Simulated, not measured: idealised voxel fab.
Process module under the name voxel fin reveal
Displayed cross-section: cut, width of 285 nm, square cells sized 5 nm.
If you're reading a cross-section in this doc, picture square cells in a grid; it comes to you as bands, top ones listed first down to the bottom, and a band can be one or more rows of cells.
A band entry consists of two parts. The first gives the height of the band's top and the height of its bottom, in nm. The rest lists the band's materials from left to right, each with its width in nm. A single material labelled with the word "everywhere" fills the band from edge to edge, and the word "empty" marks empty space.
Heights are reckoned from 0. Under this level, the received wafer is all of one material. The bottommost band is open-ended downward, for example "0 down".
It should be noted that a width expressed as "30..40" varies in equal increments from row to row of cells within the band, taking the value of the first number at the top row and that of the second number at the bottom row.
"nothing altered" for a step: no cell of the cross-section changed in that step.
Any empty space of 8 cells or more lacking an open way to the top shows up in "Entrapped voids" as width x height at distance, distance from the left edge, in nm.
What comes after the settings on a step's line is commentary from the simulator itself on that step.
overlay nm, on a step with a mask: how far to the right of its planned place the mask lay; to the left if negative
THESE ARE THE STEPS WE PLANNED FOR THE PROCESS
step 1: op RECEIVE | material Si
step 2: op CONFORMAL_DEP | material SiN | thk nm 5
step 3: op MASKED_ETCH | tone cover | mask id FINS | width nm 15 | pitch nm 45 | etch materials SiN | depth nm 5 | overlay nm 0
step 4: op MASKED_ETCH | tone cover | mask id FINS | width nm 15 | pitch nm 45 | etch materials Si | depth nm 40 | overlay nm 0
step 5: op FILL_DEP | material SiO2 | thk nm 5
step 6: op CMP | height nm 5
step 7: op SELECTIVE_ETCH | etch materials SiO2 | depth nm 30
step 8: op STRIP | etch materials SiN
THE FIRST OF TWO WAFERS, RUN AS PLANNED
WAFER CROSS-SECTION ON RECEIPT, I.E. AFTER STEP 1
* 0 down = Si everywhere
* Entrapped voids: none
UPON COMPLETION OF STEP 2, THE WAFER APPEARS IN CROSS-SECTION AS SHOWN
* 5 to 0 = SiN everywhere
* Under 0: no change, same as before.
UPON COMPLETION OF STEP 3, THE WAFER APPEARS IN CROSS-SECTION AS SHOWN
* 5 to 0 = empty: 110 / SiN: 15 / empty: 30 / SiN: 15 / empty: 115
* Under 0: no change, same as before.
UPON COMPLETION OF STEP 4, THE WAFER APPEARS IN CROSS-SECTION AS SHOWN
* 5 to 0 = empty: 110 / SiN: 15 / empty: 30 / SiN: 15 / empty: 115
* 0 to -40 = empty: 110 / Si: 15 / empty: 30 / Si: 15 / empty: 115
* Under -40: no change, same as before.
UPON COMPLETION OF STEP 5, THE WAFER APPEARS IN CROSS-SECTION AS SHOWN
* 10 to 5 = SiO2 everywhere
* 5 to 0 = SiO2: 110 / SiN: 15 / SiO2: 30 / SiN: 15 / SiO2: 115
* 0 to -40 = SiO2: 110 / Si: 15 / SiO2: 30 / Si: 15 / SiO2: 115
* Under -40: no change, same as before.
UPON COMPLETION OF STEP 6, THE WAFER APPEARS IN CROSS-SECTION AS SHOWN
* 5 to 0 = SiO2: 110 / SiN: 15 / SiO2: 30 / SiN: 15 / SiO2: 115
* Under 0: no change, same as before.
UPON COMPLETION OF STEP 7, THE WAFER APPEARS IN CROSS-SECTION AS SHOWN
* 5 to 0 = empty: 110 / SiN: 15 / empty: 30 / SiN: 15 / empty: 115
* 0 to -25 = empty: 110 / Si: 15 / empty: 30 / Si: 15 / empty: 115
* Under -25: no change, same as before.
UPON COMPLETION OF STEP 8, THE WAFER APPEARS IN CROSS-SECTION AS SHOWN
* 0 to -25 = empty: 110 / Si: 15 / empty: 30 / Si: 15 / empty: 115
* Under -25: no change, same as before.
SECOND WAFER. START AND PLAN AS FOR THE FIRST. ONE MISTAKE MADE IN RUNNING. AGREES WITH THE FIRST UP TO AND INCLUDING STEP 7
Second wafer profile in section, at the moment step 8 of the plan was meant to be complete: nothing altered
Against the plan, the run slipped here: plan step 8 was not performed, having been skipped
Looking at both finished wafers in cells, the second ends up ahead of or behind the first on some materials: 6 more of SiN
